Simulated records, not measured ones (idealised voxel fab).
The process module that follows is named voxel tone inversion.
Cross-sectional view cut (width: 170 nm; square cell size: 5 nm).
Cross-section layout: square cells on a grid; listed as bands, top to bottom; a band spans one or more cell rows.
Top, bottom (nm), then materials left to right with widths (nm); lone material tagged "full width" fills the whole band edge to edge; "air" = empty space.
Heights are measured from 0, the level below which the as-received wafer is all one material; the lowest band has no bottom and continues downward, written as in "z 0 and below".
A two-number width, for instance "30..40", indicates that the width is equal to the first number in the top row of the band and to the second number in the bottom row, and that it changes by a constant amount per row of cells.
Any step labelled "no alteration" changed none of the cells in the cross-section.
Under "Closed void catalog" you'll find the enclosed gaps, the ones with no way out to the top, that are 8 cells or bigger; each reads width x height at distance, with distance counted from the left edge, everything in nm.
Where a step's line continues beyond its settings, the continuation is a remark by the simulator itself on that step.
The line of a step may include "overlay nm". On a step with a mask, this value is how far to the right of its planned place the mask lay. A negative value means the mask lay to the left.
# Below is the list of planned process steps
1. RECEIVE (material Si)
2. CONFORMAL_DEP (material SiN; thk nm 10)
3. DIRECTIONAL_DEP (material polySi; thk nm 20)
4. PATTERN (tone cover; mask id POSTS; material resist; width nm 15; pitch nm 45; thk nm 25; overlay nm 0)
5. DIRECTIONAL_ETCH (etch materials polySi; depth nm 20)
6. STRIP (etch materials resist)
7. FILL_DEP (material lowk; thk nm 10)
8. CMP (height nm 30)
9. STRIP (etch materials polySi)
10. CONFORMAL_DEP (material TiN; thk nm 5)
11. FILL_DEP (material Cu; thk nm 10)
12. CMP (height nm 30)
13. CONFORMAL_DEP (material SiCN; thk nm 5)
# The following pertains to the first of two wafers, which was processed as planned
# Here's what the wafer looked like in cross-section when it arrived - that's after step 1
* z 0 and below = Si full width
* Closed void catalog: none
# So this is the wafer cross-section right after step 2
* z 10 to 0 = SiN full width
* Everything under 0 stays put, no change at all.
# So this is the wafer cross-section right after step 3
* z 30 to 10 = polySi full width
* Everything under 10 stays put, no change at all.
# So this is the wafer cross-section right after step 4
* z 55 to 30 = 30 of air | 15 of resist | 30 of air | 15 of resist | 30 of air | 15 of resist | 35 of air
* Everything under 30 stays put, no change at all.
# So this is the wafer cross-section right after step 5
* z 55 to 30 = 30 of air | 15 of resist | 30 of air | 15 of resist | 30 of air | 15 of resist | 35 of air
* z 30 to 10 = 30 of air | 15 of polySi | 30 of air | 15 of polySi | 30 of air | 15 of polySi | 35 of air
* Everything under 10 stays put, no change at all.
# So this is the wafer cross-section right after step 6
* z 30 to 10 = 30 of air | 15 of polySi | 30 of air | 15 of polySi | 30 of air | 15 of polySi | 35 of air
* Everything under 10 stays put, no change at all.
# So this is the wafer cross-section right after step 7
* z 40 to 30 = lowk full width
* z 30 to 10 = 30 of lowk | 15 of polySi | 30 of lowk | 15 of polySi | 30 of lowk | 15 of polySi | 35 of lowk
* Everything under 10 stays put, no change at all.
# So this is the wafer cross-section right after step 8
* z 30 to 10 = 30 of lowk | 15 of polySi | 30 of lowk | 15 of polySi | 30 of lowk | 15 of polySi | 35 of lowk
* Everything under 10 stays put, no change at all.
# So this is the wafer cross-section right after step 9
* z 30 to 10 = 30 of lowk | 15 of air | 30 of lowk | 15 of air | 30 of lowk | 15 of air | 35 of lowk
* Everything under 10 stays put, no change at all.
# So this is the wafer cross-section right after step 10
* z 35 to 30 = 35 of TiN | 5 of air | 40 of TiN | 5 of air | 40 of TiN | 5 of air | 40 of TiN
* z 30 to 15 = 30 of lowk | 5 of TiN | 5 of air | 5 of TiN | 30 of lowk | 5 of TiN | 5 of air | 5 of TiN | 30 of lowk | 5 of TiN | 5 of air | 5 of TiN | 35 of lowk
* z 15 to 10 = 30 of lowk | 15 of TiN | 30 of lowk | 15 of TiN | 30 of lowk | 15 of TiN | 35 of lowk
* Everything under 10 stays put, no change at all.
# So this is the wafer cross-section right after step 11
* z 45 to 35 = Cu full width
* z 35 to 30 = 35 of TiN | 5 of Cu | 40 of TiN | 5 of Cu | 40 of TiN | 5 of Cu | 40 of TiN
* z 30 to 15 = 30 of lowk | 5 of TiN | 5 of Cu | 5 of TiN | 30 of lowk | 5 of TiN | 5 of Cu | 5 of TiN | 30 of lowk | 5 of TiN | 5 of Cu | 5 of TiN | 35 of lowk
* Everything under 15 stays put, no change at all.
# So this is the wafer cross-section right after step 12
* z 30 to 15 = 30 of lowk | 5 of TiN | 5 of Cu | 5 of TiN | 30 of lowk | 5 of TiN | 5 of Cu | 5 of TiN | 30 of lowk | 5 of TiN | 5 of Cu | 5 of TiN | 35 of lowk
* Everything under 15 stays put, no change at all.
# So this is the wafer cross-section right after step 13
* z 35 to 30 = SiCN full width
* Everything under 30 stays put, no change at all.
# second wafer: like start, like plan, one mistake. Through step 11 it matches the first wafer
# Cross-sectional view of the second wafer at the intended end time of process step 12
* z 40 to 35 = Cu full width
* Everything under 35 stays put, no change at all.
# Cross-sectional view of the second wafer at the intended end time of process step 13
* z 45 to 40 = SiCN full width
* Everything under 40 stays put, no change at all.
What was done differently from what was planned? step 12 off recipe, ran as CMP (height nm 40)
Heads up, by the end the second wafer has more or fewer cells of some materials compared to the first: +37 Cu; +31 TiN
